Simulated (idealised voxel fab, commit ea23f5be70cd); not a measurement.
This section sets out a process module, namely voxel self aligned contacts.
The figure presents cross-section cut, which has a width of 180 nm and is divided into square cells with an edge length of 5 nm.
When this document writes out a cross-section, it uses a grid of square cells and lists it as bands, beginning at the top and moving down, with a band standing for one or more rows of cells.
Each band's line starts with the height of the band's top and of its bottom, in nm. Then come its materials from left to right, each with its width in nm. One material with "all across" fills the band from edge to edge. "air" is empty space.
The level at which height equals 0 is the one under which the wafer, as it arrives, is entirely one material. No lower edge exists for the bottom band, which continues downward and is notated as in "0 down".
The width entry "30->40" should be interpreted row by row: the top row of cells in the band takes the first number, the bottom row takes the second number, and the change between adjacent rows is uniform throughout.
Where the words "remained unchanged" appear for a step, the cross-section shows no cell changed by that step; every cell remained as before.
Reported under the label "Enclosed empty spaces" are the empty spaces having no open way to the top and comprising 8 cells or more; the notation for each is width x height at distance, in which the distance is measured from the left edge and all three values are in nm.
Post-settings text on a step line: simulator's own remark regarding the step.
overlay nm: mask offset rightward from planned place, masked step; negative means leftward offset.
Structure of the following material. The material consists of pairs of cross-sections. Each pair comprises the cross-section before one process step and the cross-section after that step, the latter shown only down to the lowest band that changed. The step between the cross-sections is specified beneath each pair, including its settings. Pairs are not necessarily consecutive: they may derive from different runs of this module performed on the same starting wafer. Continuity with the pair above is to be assumed only where the entry headed "Pre-step cross-section" of the pair in question states it.
PRE-STEP CROSS-SECTION
- 0 down  Si all across
- Enclosed empty spaces: none
SECTION, POST-STEP
- 5 to 0  SiO2 all across
- Below 0 it's all the same as before, nothing changed down there.
- Enclosed empty spaces: none
So what happened between those two cross-sections up there? CONFORMAL_DEP,material SiO2,thk nm 5
Pre-step cross-section: see the after view in the pair directly above.
SECTION, POST-STEP
- 30 to 5  polySi all across
- Below 5 it's all the same as before, nothing changed down there.
- Enclosed empty spaces: none
So what happened between those two cross-sections up there? DIRECTIONAL_DEP,material polySi,thk nm 25
Pre-step cross-section: see the after view in the pair directly above.
SECTION, POST-STEP
- 50 to 30  SiN all across
- Below 30 it's all the same as before, nothing changed down there.
- Enclosed empty spaces: none
So what happened between those two cross-sections up there? DIRECTIONAL_DEP,material SiN,thk nm 20
Pre-step cross-section: see the after view in the pair directly above.
SECTION, POST-STEP
- 65 to 50  air: 35; resist: 35; air: 35; resist: 35; air: 40
- Below 50 it's all the same as before, nothing changed down there.
- Enclosed empty spaces: none
So what happened between those two cross-sections up there? PATTERN,tone cover,mask id GATE,material resist,width nm 35,pitch nm 70,thk nm 15,overlay nm 0
Pre-step cross-section: see the after view in the pair directly above.
SECTION, POST-STEP
- 65 to 50  air: 35; resist: 35; air: 35; resist: 35; air: 40
- 50 to 30  air: 35; SiN: 35; air: 35; SiN: 35; air: 40
- Below 30 it's all the same as before, nothing changed down there.
- Enclosed empty spaces: none
So what happened between those two cross-sections up there? DIRECTIONAL_ETCH,etch materials SiN,depth nm 20
Pre-step cross-section: see the after view in the pair directly above.
SECTION, POST-STEP
- 65 to 50  air: 35; resist: 35; air: 35; resist: 35; air: 40
- 50 to 30  air: 35; SiN: 35; air: 35; SiN: 35; air: 40
- 30 to 5  air: 35; polySi: 35; air: 35; polySi: 35; air: 40
- Below 5 it's all the same as before, nothing changed down there.
- Enclosed empty spaces: none
So what happened between those two cross-sections up there? DIRECTIONAL_ETCH,etch materials polySi,depth nm 25
Pre-step cross-section: see the after view in the pair directly above.
SECTION, POST-STEP
- 50 to 30  air: 35; SiN: 35; air: 35; SiN: 35; air: 40
- Below 30 it's all the same as before, nothing changed down there.
- Enclosed empty spaces: none
So what happened between those two cross-sections up there? STRIP,etch materials resist
Pre-step cross-section: see the after view in the pair directly above.
SECTION, POST-STEP
- 55 to 30  air: 30; SiN: 45; air: 25; SiN: 45; air: 35
- 30 to 10  air: 30; SiN: 5; polySi: 35; SiN: 5; air: 25; SiN: 5; polySi: 35; SiN: 5; air: 35
- 10 to 5  SiN: 35; polySi: 35; SiN: 35; polySi: 35; SiN: 40
- Below 5 it's all the same as before, nothing changed down there.
- Enclosed empty spaces: none
So what happened between those two cross-sections up there? CONFORMAL_DEP,material SiN,thk nm 5
Pre-step cross-section: see the after view in the pair directly above.
SECTION, POST-STEP
- 50 to 30  air: 30; SiN: 45; air: 25; SiN: 45; air: 35
- 30 to 5  air: 30; SiN: 5; polySi: 35; SiN: 5; air: 25; SiN: 5; polySi: 35; SiN: 5; air: 35
- Below 5 it's all the same as before, nothing changed down there.
- Enclosed empty spaces: none
So what happened between those two cross-sections up there? DIRECTIONAL_ETCH,etch materials SiN,depth nm 5
Pre-step cross-section: see the after view in the pair directly above.
SECTION, POST-STEP
- 65 to 50  SiO2 all across
- 50 to 30  SiO2: 30; SiN: 45; SiO2: 25; SiN: 45; SiO2: 35
- 30 to 5  SiO2: 30; SiN: 5; polySi: 35; SiN: 5; SiO2: 25; SiN: 5; polySi: 35; SiN: 5; SiO2: 35
- Below 5 it's all the same as before, nothing changed down there.
- Enclosed empty spaces: none
So what happened between those two cross-sections up there? FILL_DEP,material SiO2,thk nm 15
Pre-step cross-section: see the after view in the pair directly above.
SECTION, POST-STEP
- 60 to 50  SiO2 all across
- Below 50 it's all the same as before, nothing changed down there.
- Enclosed empty spaces: none
So what happened between those two cross-sections up there? CMP,height nm 60
Pre-step cross-section: see the after view in the pair directly above.
SECTION, POST-STEP
- 60 to 50  SiO2: 60; air: 55; SiO2: 65
- 50 to 30  SiO2: 30; SiN: 45; air: 25; SiN: 45; SiO2: 35
- 30 to 5  SiO2: 30; SiN: 5; polySi: 35; SiN: 5; air: 25; SiN: 5; polySi: 35; SiN: 5; SiO2: 35
- 5 to 0  SiO2: 75; air: 25; SiO2: 80
- Below 0 it's all the same as before, nothing changed down there.
- Enclosed empty spaces: none
So what happened between those two cross-sections up there? MASKED_ETCH,tone open,mask id CONTACT,width nm 55,etch materials SiO2,depth nm 60,overlay nm 0
Pre-step cross-section: see the after view in the pair directly above.
SECTION, POST-STEP
- 65 to 60  TiN: 65; air: 45; TiN: 70
- 60 to 50  SiO2: 60; TiN: 5->20; air: 45->15; TiN: 5->20; SiO2: 65
- 50 to 30  SiO2: 30; SiN: 45; TiN: 5; air: 15; TiN: 5; SiN: 45; SiO2: 35
- 30 to 5  SiO2: 30; SiN: 5; polySi: 35; SiN: 5; TiN: 5; air: 15; TiN: 5; SiN: 5; polySi: 35; SiN: 5; SiO2: 35
- 5 to 0  SiO2: 75; TiN: 25; SiO2: 80
- Below 0 it's all the same as before, nothing changed down there.
- Enclosed empty spaces: none
So what happened between those two cross-sections up there? CONFORMAL_DEP,material TiN,thk nm 5
Pre-step cross-section: see the after view in the pair directly above.
SECTION, POST-STEP
- 70 to 65  W all across
- 65 to 60  TiN: 65; W: 45; TiN: 70
- 60 to 50  SiO2: 60; TiN: 5->20; W: 45->15; TiN: 5->20; SiO2: 65
- 50 to 30  SiO2: 30; SiN: 45; TiN: 5; W: 15; TiN: 5; SiN: 45; SiO2: 35
- 30 to 5  SiO2: 30; SiN: 5; polySi: 35; SiN: 5; TiN: 5; W: 15; TiN: 5; SiN: 5; polySi: 35; SiN: 5; SiO2: 35
- Below 5 it's all the same as before, nothing changed down there.
- Enclosed empty spaces: none
So what happened between those two cross-sections up there? FILL_DEP,material W,thk nm 5
Pre-step cross-section: see the after view in the pair directly above.
SECTION, POST-STEP
- 60 to 50  SiO2: 60; TiN: 5->20; W: 45->15; TiN: 5->20; SiO2: 65
- Below 50 it's all the same as before, nothing changed down there.
- Enclosed empty spaces: none
So what happened between those two cross-sections up there? CMP,height nm 60
Pre-step cross-section: see the after view in the pair directly above.
SECTION, POST-STEP
- 65 to 60  SiN all across
- Below 60 it's all the same as before, nothing changed down there.
- Enclosed empty spaces: none
So what happened between those two cross-sections up there? CONFORMAL_DEP,material SiN,thk nm 5
PRE-STEP CROSS-SECTION
- 50 to 30  air: 35; SiN: 35; air: 35; SiN: 35; air: 40
- 30 to 5  air: 35; polySi: 35; air: 35; polySi: 35; air: 40
- 5 to 0  SiO2 all across
- 0 down  Si all across
- Enclosed empty spaces: none
SECTION, POST-STEP
- 45 to 30  air: 35; SiN: 35; air: 35; SiN: 35; air: 40
- Below 30 it's all the same as before, nothing changed down there.
- Enclosed empty spaces: none
So what happened between those two cross-sections up there? DIRECTIONAL_ETCH,etch materials SiN,depth nm 5
Pre-step cross-section: see the after view in the pair directly above.
SECTION, POST-STEP
- 60 to 45  SiO2 all across
- 45 to 30  SiO2: 35; SiN: 35; SiO2: 35; SiN: 35; SiO2: 40
- 30 to 5  SiO2: 35; polySi: 35; SiO2: 35; polySi: 35; SiO2: 40
- Below 5 it's all the same as before, nothing changed down there.
- Enclosed empty spaces: none
So what happened between those two cross-sections up there? FILL_DEP,material SiO2,thk nm 15
Pre-step cross-section: see the after view in the pair directly above.
SECTION, POST-STEP
- 60 to 45  SiO2: 60; air: 55; SiO2: 65
- 45 to 30  SiO2: 35; SiN: 35; air: 35; SiN: 35; SiO2: 40
- 30 to 5  SiO2: 35; polySi: 35; air: 35; polySi: 35; SiO2: 40
- 5 to 0  SiO2: 70; air: 35; SiO2: 75
- Below 0 it's all the same as before, nothing changed down there.
- Enclosed empty spaces: none
So what happened between those two cross-sections up there? MASKED_ETCH,tone open,mask id CONTACT,width nm 55,etch materials SiO2,depth nm 60,overlay nm 0
Pre-step cross-section: see the after view in the pair directly above.
SECTION, POST-STEP
- 65 to 60  TiN: 65; air: 45; TiN: 70
- 60 to 50  SiO2: 60; TiN: 5; air: 45; TiN: 5; SiO2: 65
- 50 to 45  SiO2: 60; TiN: 15; air: 25; TiN: 15; SiO2: 65
- 45 to 30  SiO2: 35; SiN: 35; TiN: 5; air: 25; TiN: 5; SiN: 35; SiO2: 40
- 30 to 5  SiO2: 35; polySi: 35; TiN: 5; air: 25; TiN: 5; polySi: 35; SiO2: 40
- 5 to 0  SiO2: 70; TiN: 35; SiO2: 75
- Below 0 it's all the same as before, nothing changed down there.
- Enclosed empty spaces: none
So what happened between those two cross-sections up there? CONFORMAL_DEP,material TiN,thk nm 5
Pre-step cross-section: see the after view in the pair directly above.
SECTION, POST-STEP
- 70 to 65  W all across
- 65 to 60  TiN: 65; W: 45; TiN: 70
- 60 to 50  SiO2: 60; TiN: 5; W: 45; TiN: 5; SiO2: 65
- 50 to 45  SiO2: 60; TiN: 15; W: 25; TiN: 15; SiO2: 65
- 45 to 30  SiO2: 35; SiN: 35; TiN: 5; W: 25; TiN: 5; SiN: 35; SiO2: 40
- 30 to 5  SiO2: 35; polySi: 35; TiN: 5; W: 25; TiN: 5; polySi: 35; SiO2: 40
- Below 5 it's all the same as before, nothing changed down there.
- Enclosed empty spaces: none
So what happened between those two cross-sections up there? FILL_DEP,material W,thk nm 5
Pre-step cross-section: see the after view in the pair directly above.
SECTION, POST-STEP
- 60 to 50  SiO2: 60; TiN: 5; W: 45; TiN: 5; SiO2: 65
- Below 50 it's all the same as before, nothing changed down there.
- Enclosed empty spaces: none
So what happened between those two cross-sections up there? CMP,height nm 60
Pre-step cross-section: see the after view in the pair directly above.
SECTION, POST-STEP
- 65 to 60  SiN all across
- Below 60 it's all the same as before, nothing changed down there.
- Enclosed empty spaces: none
So what happened between those two cross-sections up there? CONFORMAL_DEP,material SiN,thk nm 5
PRE-STEP CROSS-SECTION
- 50 to 30  SiN all across
- 30 to 5  polySi all across
- 5 to 0  SiO2 all across
- 0 down  Si all across
- Enclosed empty spaces: none
SECTION, POST-STEP
- 70 to 30  SiN all across
- Below 30 it's all the same as before, nothing changed down there.
- Enclosed empty spaces: none
So what happened between those two cross-sections up there? DIRECTIONAL_DEP,material SiN,thk nm 20
Pre-step cross-section: see the after view in the pair directly above.
SECTION, POST-STEP
- 85 to 70  air: 35; resist: 35; air: 35; resist: 35; air: 40
- Below 70 it's all the same as before, nothing changed down there.
- Enclosed empty spaces: none
So what happened between those two cross-sections up there? PATTERN,tone cover,mask id GATE,material resist,width nm 35,pitch nm 70,thk nm 15,overlay nm 0
Pre-step cross-section: see the after view in the pair directly above.
SECTION, POST-STEP
- 85 to 70  air: 35; resist: 35; air: 35; resist: 35; air: 40
- 70 to 50  air: 35; SiN: 35; air: 35; SiN: 35; air: 40
- Below 50 it's all the same as before, nothing changed down there.
- Enclosed empty spaces: none
So what happened between those two cross-sections up there? DIRECTIONAL_ETCH,etch materials SiN,depth nm 20
Pre-step cross-section: see the after view in the pair directly above.
SECTION, POST-STEP
- 70 to 50  air: 35; SiN: 35; air: 35; SiN: 35; air: 40
- Below 50 it's all the same as before, nothing changed down there.
- Enclosed empty spaces: none
So what happened between those two cross-sections up there? STRIP,etch materials resist
Pre-step cross-section: see the after view in the pair directly above.
SECTION, POST-STEP
- 75 to 55  air: 30; SiN: 45; air: 25; SiN: 45; air: 35
- 55 to 30  SiN all across
- Below 30 it's all the same as before, nothing changed down there.
- Enclosed empty spaces: none
So what happened between those two cross-sections up there? CONFORMAL_DEP,material SiN,thk nm 5
Pre-step cross-section: see the after view in the pair directly above.
SECTION, POST-STEP
- 70 to 50  air: 30; SiN: 45; air: 25; SiN: 45; air: 35
- Below 50 it's all the same as before, nothing changed down there.
- Enclosed empty spaces: none
So what happened between those two cross-sections up there? DIRECTIONAL_ETCH,etch materials SiN,depth nm 5
Pre-step cross-section: see the after view in the pair directly above.
SECTION, POST-STEP
- 85 to 70  SiO2 all across
- 70 to 50  SiO2: 30; SiN: 45; SiO2: 25; SiN: 45; SiO2: 35
- Below 50 it's all the same as before, nothing changed down there.
- Enclosed empty spaces: none
So what happened between those two cross-sections up there? FILL_DEP,material SiO2,thk nm 15
Pre-step cross-section: see the after view in the pair directly above.
SECTION, POST-STEP
- 60 to 50  SiO2: 30; SiN: 45; SiO2: 25; SiN: 45; SiO2: 35
- Below 50 it's all the same as before, nothing changed down there.
- Enclosed empty spaces: none
So what happened between those two cross-sections up there? CMP,height nm 60
Pre-step cross-section: see the after view in the pair directly above.
SECTION, POST-STEP
- 60 to 50  SiO2: 30; SiN: 45; air: 25; SiN: 45; SiO2: 35
- Below 50 it's all the same as before, nothing changed down there.
- Enclosed empty spaces: none
So what happened between those two cross-sections up there? MASKED_ETCH,tone open,mask id CONTACT,width nm 55,etch materials SiO2,depth nm 60,overlay nm 0
Pre-step cross-section: see the after view in the pair directly above.
SECTION, POST-STEP
- 65 to 60  TiN: 80; air: 15; TiN: 85
- 60 to 55  SiO2: 30; SiN: 45; TiN: 5; air: 15; TiN: 5; SiN: 45; SiO2: 35
- 55 to 50  SiO2: 30; SiN: 45; TiN: 25; SiN: 45; SiO2: 35
- Below 50 it's all the same as before, nothing changed down there.
- Enclosed empty spaces: none
So what happened between those two cross-sections up there? CONFORMAL_DEP,material TiN,thk nm 5
Pre-step cross-section: see the after view in the pair directly above.
SECTION, POST-STEP
- 70 to 65  W all across
- 65 to 60  TiN: 80; W: 15; TiN: 85
- 60 to 55  SiO2: 30; SiN: 45; TiN: 5; W: 15; TiN: 5; SiN: 45; SiO2: 35
- Below 55 it's all the same as before, nothing changed down there.
- Enclosed empty spaces: none
So what happened between those two cross-sections up there? FILL_DEP,material W,thk nm 5
Pre-step cross-section: see the after view in the pair directly above.
SECTION, POST-STEP
- 60 to 55  SiO2: 30; SiN: 45; TiN: 5; W: 15; TiN: 5; SiN: 45; SiO2: 35
- Below 55 it's all the same as before, nothing changed down there.
- Enclosed empty spaces: none
So what happened between those two cross-sections up there? CMP,height nm 60
Pre-step cross-section: see the after view in the pair directly above.
SECTION, POST-STEP
- 65 to 60  SiN all across
- Below 60 it's all the same as before, nothing changed down there.
- Enclosed empty spaces: none
So what happened between those two cross-sections up there? CONFORMAL_DEP,material SiN,thk nm 5
PRE-STEP CROSS-SECTION
- 0 down  Si all across
- Enclosed empty spaces: none
SECTION, POST-STEP
- 25 to 0  polySi all across
- Below 0 it's all the same as before, nothing changed down there.
- Enclosed empty spaces: none
So what happened between those two cross-sections up there? DIRECTIONAL_DEP,material polySi,thk nm 25
Pre-step cross-section: see the after view in the pair directly above.
SECTION, POST-STEP
- 30 to 25  SiO2 all across
- Below 25 it's all the same as before, nothing changed down there.
- Enclosed empty spaces: none
So what happened between those two cross-sections up there? CONFORMAL_DEP,material SiO2,thk nm 5
Pre-step cross-section: see the after view in the pair directly above.
SECTION, POST-STEP
- 50 to 30  SiN all across
- Below 30 it's all the same as before, nothing changed down there.
- Enclosed empty spaces: none
So what happened between those two cross-sections up there? DIRECTIONAL_DEP,material SiN,thk nm 20
Pre-step cross-section: see the after view in the pair directly above.
SECTION, POST-STEP
- 65 to 50  air: 35; resist: 35; air: 35; resist: 35; air: 40
- Below 50 it's all the same as before, nothing changed down there.
- Enclosed empty spaces: none
So what happened between those two cross-sections up there? PATTERN,tone cover,mask id GATE,material resist,width nm 35,pitch nm 70,thk nm 15,overlay nm 0
Pre-step cross-section: see the after view in the pair directly above.
SECTION, POST-STEP
- 65 to 50  air: 35; resist: 35; air: 35; resist: 35; air: 40
- 50 to 30  air: 35; SiN: 35; air: 35; SiN: 35; air: 40
- Below 30 it's all the same as before, nothing changed down there.
- Enclosed empty spaces: none
So what happened between those two cross-sections up there? DIRECTIONAL_ETCH,etch materials SiN,depth nm 20
Pre-step cross-section: see the after view in the pair directly above.
SECTION, POST-STEP
- 50 to 30  air: 35; SiN: 35; air: 35; SiN: 35; air: 40
- Below 30 it's all the same as before, nothing changed down there.
- Enclosed empty spaces: none
So what happened between those two cross-sections up there? STRIP,etch materials resist
Pre-step cross-section: see the after view in the pair directly above.
SECTION, POST-STEP
- 55 to 35  air: 30; SiN: 45; air: 25; SiN: 45; air: 35
- 35 to 30  SiN all across
- Below 30 it's all the same as before, nothing changed down there.
- Enclosed empty spaces: none
So what happened between those two cross-sections up there? CONFORMAL_DEP,material SiN,thk nm 5
Pre-step cross-section: see the after view in the pair directly above.
SECTION, POST-STEP
- 50 to 30  air: 30; SiN: 45; air: 25; SiN: 45; air: 35
- Below 30 it's all the same as before, nothing changed down there.
- Enclosed empty spaces: none
So what happened between those two cross-sections up there? DIRECTIONAL_ETCH,etch materials SiN,depth nm 5
Pre-step cross-section: see the after view in the pair directly above.
SECTION, POST-STEP
- 65 to 50  SiO2 all across
- 50 to 30  SiO2: 30; SiN: 45; SiO2: 25; SiN: 45; SiO2: 35
- Below 30 it's all the same as before, nothing changed down there.
- Enclosed empty spaces: none
So what happened between those two cross-sections up there? FILL_DEP,material SiO2,thk nm 15
Pre-step cross-section: see the after view in the pair directly above.
SECTION, POST-STEP
- 60 to 50  SiO2 all across
- Below 50 it's all the same as before, nothing changed down there.
- Enclosed empty spaces: none
So what happened between those two cross-sections up there? CMP,height nm 60
Pre-step cross-section: see the after view in the pair directly above.
SECTION, POST-STEP
- 60 to 50  SiO2: 60; air: 55; SiO2: 65
- 50 to 30  SiO2: 30; SiN: 45; air: 25; SiN: 45; SiO2: 35
- 30 to 25  SiO2: 75; air: 25; SiO2: 80
- Below 25 it's all the same as before, nothing changed down there.
- Enclosed empty spaces: none
So what happened between those two cross-sections up there? MASKED_ETCH,tone open,mask id CONTACT,width nm 55,etch materials SiO2,depth nm 60,overlay nm 0
Pre-step cross-section: see the after view in the pair directly above.
SECTION, POST-STEP
- 65 to 60  TiN: 65; air: 45; TiN: 70
- 60 to 50  SiO2: 60; TiN: 5->20; air: 45->15; TiN: 5->20; SiO2: 65
- 50 to 30  SiO2: 30; SiN: 45; TiN: 5; air: 15; TiN: 5; SiN: 45; SiO2: 35
- 30 to 25  SiO2: 75; TiN: 25; SiO2: 80
- Below 25 it's all the same as before, nothing changed down there.
- Enclosed empty spaces: none
So what happened between those two cross-sections up there? CONFORMAL_DEP,material TiN,thk nm 5
Pre-step cross-section: see the after view in the pair directly above.
SECTION, POST-STEP
- 70 to 65  W all across
- 65 to 60  TiN: 65; W: 45; TiN: 70
- 60 to 50  SiO2: 60; TiN: 5->20; W: 45->15; TiN: 5->20; SiO2: 65
- 50 to 30  SiO2: 30; SiN: 45; TiN: 5; W: 15; TiN: 5; SiN: 45; SiO2: 35
- Below 30 it's all the same as before, nothing changed down there.
- Enclosed empty spaces: none
So what happened between those two cross-sections up there? FILL_DEP,material W,thk nm 5
Pre-step cross-section: see the after view in the pair directly above.
SECTION, POST-STEP
- 60 to 50  SiO2: 60; TiN: 5->20; W: 45->15; TiN: 5->20; SiO2: 65
- Below 50 it's all the same as before, nothing changed down there.
- Enclosed empty spaces: none
So what happened between those two cross-sections up there? CMP,height nm 60
Pre-step cross-section: see the after view in the pair directly above.
SECTION, POST-STEP
- 65 to 60  SiN all across
- Below 60 it's all the same as before, nothing changed down there.
- Enclosed empty spaces: none
So what happened between those two cross-sections up there? CONFORMAL_DEP,material SiN,thk nm 5
PRE-STEP CROSS-SECTION
- 65 to 50  SiO2 all across
- 50 to 30  SiO2: 30; SiN: 45; SiO2: 25; SiN: 45; SiO2: 35
- 30 to 5  SiO2: 30; SiN: 5; polySi: 35; SiN: 5; SiO2: 25; SiN: 5; polySi: 35; SiN: 5; SiO2: 35
- 5 to 0  SiO2 all across
- 0 down  Si all across
- Enclosed empty spaces: none
SECTION, POST-STEP
- 50 to 30  SiO2: 30; SiN: 45; SiO2: 25; SiN: 45; SiO2: 35
- Below 30 it's all the same as before, nothing changed down there.
- Enclosed empty spaces: none
So what happened between those two cross-sections up there? CMP,height nm 50
Pre-step cross-section: see the after view in the pair directly above.
SECTION, POST-STEP
- 50 to 30  SiO2: 30; SiN: 45; air: 25; SiN: 45; SiO2: 35
- 30 to 5  SiO2: 30; SiN: 5; polySi: 35; SiN: 5; air: 25; SiN: 5; polySi: 35; SiN: 5; SiO2: 35
- 5 to 0  SiO2: 75; air: 25; SiO2: 80
- Below 0 it's all the same as before, nothing changed down there.
- Enclosed empty spaces: none
So what happened between those two cross-sections up there? MASKED_ETCH,tone open,mask id CONTACT,width nm 55,etch materials SiO2,depth nm 60,overlay nm 0
Pre-step cross-section: see the after view in the pair directly above.
SECTION, POST-STEP
- 55 to 50  TiN: 80; air: 15; TiN: 85
- 50 to 30  SiO2: 30; SiN: 45; TiN: 5; air: 15; TiN: 5; SiN: 45; SiO2: 35
- 30 to 5  SiO2: 30; SiN: 5; polySi: 35; SiN: 5; TiN: 5; air: 15; TiN: 5; SiN: 5; polySi: 35; SiN: 5; SiO2: 35
- 5 to 0  SiO2: 75; TiN: 25; SiO2: 80
- Below 0 it's all the same as before, nothing changed down there.
- Enclosed empty spaces: none
So what happened between those two cross-sections up there? CONFORMAL_DEP,material TiN,thk nm 5
Pre-step cross-section: see the after view in the pair directly above.
SECTION, POST-STEP
- 60 to 55  W all across
- 55 to 50  TiN: 80; W: 15; TiN: 85
- 50 to 30  SiO2: 30; SiN: 45; TiN: 5; W: 15; TiN: 5; SiN: 45; SiO2: 35
- 30 to 5  SiO2: 30; SiN: 5; polySi: 35; SiN: 5; TiN: 5; W: 15; TiN: 5; SiN: 5; polySi: 35; SiN: 5; SiO2: 35
- Below 5 it's all the same as before, nothing changed down there.
- Enclosed empty spaces: none
So what happened between those two cross-sections up there? FILL_DEP,material W,thk nm 5
Pre-step cross-section: see the after view in the pair directly above.
SECTION, POST-STEP
- 65 to 60  SiN all across
- Below 60 it's all the same as before, nothing changed down there.
- Enclosed empty spaces: none
So what happened between those two cross-sections up there? CONFORMAL_DEP,material SiN,thk nm 5
PRE-STEP CROSS-SECTION
- 50 to 30  SiN all across
- 30 to 5  polySi all across
- 5 to 0  SiO2 all across
- 0 down  Si all across
- Enclosed empty spaces: none
SECTION, POST-STEP
- 65 to 50  air: 30; resist: 45; air: 25; resist: 45; air: 35
- Below 50 it's all the same as before, nothing changed down there.
- Enclosed empty spaces: none
So what happened between those two cross-sections up there? PATTERN,tone cover,mask id GATE,material resist,width nm 45,pitch nm 70,thk nm 15,overlay nm 0
Pre-step cross-section: see the after view in the pair directly above.
SECTION, POST-STEP
- 65 to 50  air: 30; resist: 45; air: 25; resist: 45; air: 35
- 50 to 30  air: 30; SiN: 45; air: 25; SiN: 45; air: 35
- Below 30 it's all the same as before, nothing changed down there.
- Enclosed empty spaces: none
So what happened between those two cross-sections up there? DIRECTIONAL_ETCH,etch materials SiN,depth nm 20
Pre-step cross-section: see the after view in the pair directly above.
SECTION, POST-STEP
- 65 to 50  air: 30; resist: 45; air: 25; resist: 45; air: 35
- 50 to 30  air: 30; SiN: 45; air: 25; SiN: 45; air: 35
- 30 to 5  air: 30; polySi: 45; air: 25; polySi: 45; air: 35
- Below 5 it's all the same as before, nothing changed down there.
- Enclosed empty spaces: none
So what happened between those two cross-sections up there? DIRECTIONAL_ETCH,etch materials polySi,depth nm 25
Pre-step cross-section: see the after view in the pair directly above.
SECTION, POST-STEP
- 50 to 30  air: 30; SiN: 45; air: 25; SiN: 45; air: 35
- Below 30 it's all the same as before, nothing changed down there.
- Enclosed empty spaces: none
So what happened between those two cross-sections up there? STRIP,etch materials resist
Pre-step cross-section: see the after view in the pair directly above.
SECTION, POST-STEP
- 55 to 30  air: 25; SiN: 55; air: 15; SiN: 55; air: 30
- 30 to 10  air: 25; SiN: 5; polySi: 45; SiN: 5; air: 15; SiN: 5; polySi: 45; SiN: 5; air: 30
- 10 to 5  SiN: 30; polySi: 45; SiN: 25; polySi: 45; SiN: 35
- Below 5 it's all the same as before, nothing changed down there.
- Enclosed empty spaces: none
So what happened between those two cross-sections up there? CONFORMAL_DEP,material SiN,thk nm 5
Pre-step cross-section: see the after view in the pair directly above.
SECTION, POST-STEP
- 50 to 30  air: 25; SiN: 55; air: 15; SiN: 55; air: 30
- 30 to 5  air: 25; SiN: 5; polySi: 45; SiN: 5; air: 15; SiN: 5; polySi: 45; SiN: 5; air: 30
- Below 5 it's all the same as before, nothing changed down there.
- Enclosed empty spaces: none
So what happened between those two cross-sections up there? DIRECTIONAL_ETCH,etch materials SiN,depth nm 5
Pre-step cross-section: see the after view in the pair directly above.
SECTION, POST-STEP
- 65 to 50  SiO2 all across
- 50 to 30  SiO2: 25; SiN: 55; SiO2: 15; SiN: 55; SiO2: 30
- 30 to 5  SiO2: 25; SiN: 5; polySi: 45; SiN: 5; SiO2: 15; SiN: 5; polySi: 45; SiN: 5; SiO2: 30
- Below 5 it's all the same as before, nothing changed down there.
- Enclosed empty spaces: none
So what happened between those two cross-sections up there? FILL_DEP,material SiO2,thk nm 15
Pre-step cross-section: see the after view in the pair directly above.
SECTION, POST-STEP
- 60 to 50  SiO2 all across
- Below 50 it's all the same as before, nothing changed down there.
- Enclosed empty spaces: none
So what happened between those two cross-sections up there? CMP,height nm 60
Pre-step cross-section: see the after view in the pair directly above.
SECTION, POST-STEP
- 60 to 50  SiO2: 60; air: 55; SiO2: 65
- 50 to 30  SiO2: 25; SiN: 55; air: 15; SiN: 55; SiO2: 30
- 30 to 5  SiO2: 25; SiN: 5; polySi: 45; SiN: 5; air: 15; SiN: 5; polySi: 45; SiN: 5; SiO2: 30
- 5 to 0  SiO2: 80; air: 15; SiO2: 85
- Below 0 it's all the same as before, nothing changed down there.
- Enclosed empty spaces: none
So what happened between those two cross-sections up there? MASKED_ETCH,tone open,mask id CONTACT,width nm 55,etch materials SiO2,depth nm 60,overlay nm 0
Pre-step cross-section: see the after view in the pair directly above.
SECTION, POST-STEP
- 65 to 60  TiN: 65; air: 45; TiN: 70
- 60 to 50  SiO2: 60; TiN: 5->25; air: 45->5; TiN: 5->25; SiO2: 65
- 50 to 30  SiO2: 25; SiN: 55; TiN: 5; air: 5; TiN: 5; SiN: 55; SiO2: 30
- 30 to 5  SiO2: 25; SiN: 5; polySi: 45; SiN: 5; TiN: 5; air: 5; TiN: 5; SiN: 5; polySi: 45; SiN: 5; SiO2: 30
- 5 to 0  SiO2: 80; TiN: 15; SiO2: 85
- Below 0 it's all the same as before, nothing changed down there.
- Enclosed empty spaces: none
So what happened between those two cross-sections up there? CONFORMAL_DEP,material TiN,thk nm 5
Pre-step cross-section: see the after view in the pair directly above.
SECTION, POST-STEP
- 70 to 65  W all across
- 65 to 60  TiN: 65; W: 45; TiN: 70
- 60 to 50  SiO2: 60; TiN: 5->25; W: 45->5; TiN: 5->25; SiO2: 65
- 50 to 30  SiO2: 25; SiN: 55; TiN: 5; W: 5; TiN: 5; SiN: 55; SiO2: 30
- 30 to 5  SiO2: 25; SiN: 5; polySi: 45; SiN: 5; TiN: 5; W: 5; TiN: 5; SiN: 5; polySi: 45; SiN: 5; SiO2: 30
- Below 5 it's all the same as before, nothing changed down there.
- Enclosed empty spaces: none
So what happened between those two cross-sections up there? FILL_DEP,material W,thk nm 5
Pre-step cross-section: see the after view in the pair directly above.
SECTION, POST-STEP
- 60 to 50  SiO2: 60; TiN: 5->25; W: 45->5; TiN: 5->25; SiO2: 65
- Below 50 it's all the same as before, nothing changed down there.
- Enclosed empty spaces: none
So what happened between those two cross-sections up there? CMP,height nm 60
Pre-step cross-section: see the after view in the pair directly above.
SECTION, POST-STEP
- 65 to 60  SiN all across
- Below 60 it's all the same as before, nothing changed down there.
- Enclosed empty spaces: none
So what happened between those two cross-sections up there? CONFORMAL_DEP,material SiN,thk nm 5
PRE-STEP CROSS-SECTION
- 60 to 50  SiO2 all across
- 50 to 30  SiO2: 30; SiN: 45; SiO2: 25; SiN: 45; SiO2: 35
- 30 to 5  SiO2: 30; SiN: 5; polySi: 35; SiN: 5; SiO2: 25; SiN: 5; polySi: 35; SiN: 5; SiO2: 35
- 5 to 0  SiO2 all across
- 0 down  Si all across
- Enclosed empty spaces: none
SECTION, POST-STEP
- 60 to 50  SiO2: 55; air: 55; SiO2: 70
- 50 to 30  SiO2: 30; SiN: 45; air: 25; SiN: 45; SiO2: 35
- 30 to 5  SiO2: 30; SiN: 5; polySi: 35; SiN: 5; air: 25; SiN: 5; polySi: 35; SiN: 5; SiO2: 35
- 5 to 0  SiO2: 75; air: 25; SiO2: 80
- Below 0 it's all the same as before, nothing changed down there.
- Enclosed empty spaces: none
So what happened between those two cross-sections up there? MASKED_ETCH,tone open,mask id CONTACT,width nm 55,etch materials SiO2,depth nm 60,overlay nm -5
